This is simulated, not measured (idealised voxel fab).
Process module heading - voxel transistor to metal
This is section cut - it's 185 nm across, gridded in 5 nm square cells.
If you're reading a cross-section in this doc, picture square cells in a grid; it comes to you as bands, top ones listed first down to the bottom, and a band can be one or more rows of cells. The band entry comprises the height of the band's top followed by the height of its bottom, expressed in nm, and subsequently the band's materials from left to right, each stated together with its width in nm. Where a single material is marked with the word "everywhere", that material fills the band from edge to edge. The word "empty" represents empty space. Where do heights start? At 0: under that level the wafer as delivered is made of one material only. And the lowest band has no floor; it just carries on downward, as in "0 nm and below". So if you see something like "30 to 40" for the width, read it as the top row of the band sitting at the first number and the bottom row at the second, with every row in between moving by the same amount as the last. Step marked "remained the same"? Then no cell in the cross-section changed in it. If an empty space has no open way to the top and is at least 8 cells in size, "Sealed internal cavities" lists it, written width x height at distance, where distance is measured from the left edge and every value is in nm. after a step's settings: what the simulator itself notes on the step. Each step line may optionally specify "overlay nm", which for a step with a mask gives the rightward distance between the mask's planned place and where it lay, a negative value indicating the leftward direction.
The process steps that were planned are listed below:
1. RECEIVE | material Si
2. CONFORMAL_DEP | material SiO2 | thk nm 5
3. CONFORMAL_DEP | material SiN | thk nm 10
4. MASKED_ETCH | tone cover | mask id ACTIVE | width nm 95 | etch materials SiN | depth nm 10 | overlay nm 0
5. MASKED_ETCH | tone cover | mask id ACTIVE | width nm 95 | etch materials SiO2 | depth nm 5 | overlay nm 0
6. MASKED_ETCH | tone cover | mask id ACTIVE | width nm 95 | etch materials Si | depth nm 30 | overlay nm 0
7. FILL_DEP | material SiO2 | thk nm 10
8. CMP | height nm 15
9. SELECTIVE_ETCH | etch materials SiO2 | depth nm 5
10. STRIP | etch materials SiN
11. SELECTIVE_ETCH | etch materials SiO2 | depth nm 5
12. OXIDIZE | depth nm 5
13. DIRECTIONAL_DEP | material polySi | thk nm 30
14. DIRECTIONAL_DEP | material SiCN | thk nm 10
15. MASKED_ETCH | tone cover | mask id GATE | width nm 15 | etch materials SiCN | depth nm 20 | overlay nm 0
16. MASKED_ETCH | tone cover | mask id GATE | width nm 15 | etch materials polySi | depth nm 40 | overlay nm 0
17. CONFORMAL_DEP | material SiN | thk nm 10
18. DIRECTIONAL_ETCH | etch materials SiN | depth nm 10
19. DIRECTIONAL_ETCH | etch materials SiO2 | depth nm 5
20. DIRECTIONAL_ETCH | etch materials Si | depth nm 10
21. EPI | material nSi | thk nm 10
22. FILL_DEP | material SiO2 | thk nm 10
23. CMP | height nm 40
24. DIRECTIONAL_DEP | material SiO2 | thk nm 10
25. PATTERN | tone open | mask id CONTACT | material resist | width nm 30 | pitch nm 55 | thk nm 20 | overlay nm 0
26. DIRECTIONAL_ETCH | etch materials SiO2 | depth nm 55
27. STRIP | etch materials resist
28. CONFORMAL_DEP | material TiN | thk nm 5
29. FILL_DEP | material Ru | thk nm 5
30. CMP | height nm 50
31. DIRECTIONAL_DEP | material TiN | thk nm 5
32. DIRECTIONAL_DEP | material W | thk nm 15
33. PATTERN | tone cover | mask id METAL_1 | material resist | width nm 20 | pitch nm 65 | thk nm 20 | overlay nm 0
34. DIRECTIONAL_ETCH | etch materials W | depth nm 15
35. DIRECTIONAL_ETCH | etch materials TiN | depth nm 5
36. STRIP | etch materials resist
37. CONFORMAL_DEP | material SiCN | thk nm 5
38. FILL_DEP | material SiO2 | thk nm 5
39. CMP | height nm 70
40. CONFORMAL_DEP | material SiN | thk nm 5
Wafer at receipt (post step 1), cross-section:
    0 nm and below = Si everywhere
    Sealed internal cavities: none
End-of-module cross-section of the first of two wafers, processed as planned:
    75 nm to 70 nm = SiN everywhere
    70 nm to 55 nm = SiO2 (45), then SiCN (5), then W (20), then SiCN (5), then SiO2 (35), then SiCN (5), then W (20), then SiCN (5), then SiO2 (45)
    55 nm to 50 nm = SiCN (50), then TiN (20), then SiCN (45), then TiN (20), then SiCN (50)
    50 nm to 40 nm = SiO2 (50), then TiN (5), then Ru (20 to 15), then TiN (5 to 10), then SiO2 (25), then TiN (5 to 10), then Ru (20 to 15), then TiN (5), then SiO2 (50)
    40 nm to 30 nm = SiO2 (50), then TiN (5), then Ru (15), then TiN (5), then SiN (10), then SiCN (15), then SiN (10), then TiN (5), then Ru (15), then TiN (5), then SiO2 (50)
    30 nm to 10 nm = SiO2 (50), then TiN (5), then Ru (15), then TiN (5), then SiN (10), then polySi (15), then SiN (10), then TiN (5), then Ru (15), then TiN (5), then SiO2 (50)
    10 nm to 5 nm = SiO2 (50), then TiN (25), then SiN (10), then polySi (15), then SiN (10), then TiN (25), then SiO2 (50)
    5 nm to 0 nm = SiO2 (40), then SiN (10), then nSi (10), then TiN (5), then nSi (10), then SiN (10), then polySi (15), then SiN (10), then nSi (10), then TiN (5), then nSi (10), then SiN (10), then SiO2 (40)
    0 nm to -5 nm = SiO2 (50), then nSi (10), then TiN (5), then nSi (10), then SiO2 (35), then nSi (10), then TiN (5), then nSi (10), then SiO2 (50)
    -5 nm to -15 nm = SiO2 (45), then Si (5), then nSi (25), then Si (35), then nSi (25), then Si (5), then SiO2 (45)
    -15 nm to -30 nm = SiO2 (45), then Si (95), then SiO2 (45)
    -30 nm and below = Si everywhere
    Sealed internal cavities: none
So this is wafer number two of the two, cut at the end of the module - it started where the first did and had the same plan, we just got one thing wrong running it:
    75 nm to 70 nm = SiN everywhere
    70 nm to 55 nm = SiO2 (45), then SiCN (5), then W (20), then SiCN (5), then SiO2 (35), then SiCN (5), then W (20), then SiCN (5), then SiO2 (45)
    55 nm to 50 nm = SiCN (50), then TiN (20), then SiCN (45), then TiN (20), then SiCN (50)
    50 nm to 45 nm = SiO2 (50), then TiN (5), then Ru (20), then TiN (5), then SiO2 (25), then TiN (5), then Ru (20), then TiN (5), then SiO2 (50)
    45 nm to 40 nm = SiO2 (50), then TiN (30), then SiO2 (25), then TiN (30), then SiO2 (50)
    40 nm to 30 nm = W (75), then SiN (10), then SiCN (15), then SiN (10), then W (75)
    30 nm to 5 nm = W (75), then SiN (10), then polySi (15), then SiN (10), then W (75)
    5 nm to 0 nm = W (40), then SiN (10), then nSi (10), then W (5), then nSi (10), then SiN (10), then polySi (15), then SiN (10), then nSi (10), then W (5), then nSi (10), then SiN (10), then W (40)
    0 nm to -5 nm = SiO2 (50), then nSi (10), then W (5), then nSi (10), then SiO2 (35), then nSi (10), then W (5), then nSi (10), then SiO2 (50)
    -5 nm to -15 nm = SiO2 (45), then Si (5), then nSi (25), then Si (35), then nSi (25), then Si (5), then SiO2 (45)
    -15 nm to -30 nm = SiO2 (45), then Si (95), then SiO2 (45)
    -30 nm and below = Si everywhere
    Sealed internal cavities: none
Short version of what went wrong: off-plan run, step 22, actual operation and settings FILL_DEP | material W | thk nm 10
Final tally in cells, some materials are higher or lower on the second wafer than on the first: Ru -42 | SiO2 -156 | TiN -32 | W +230
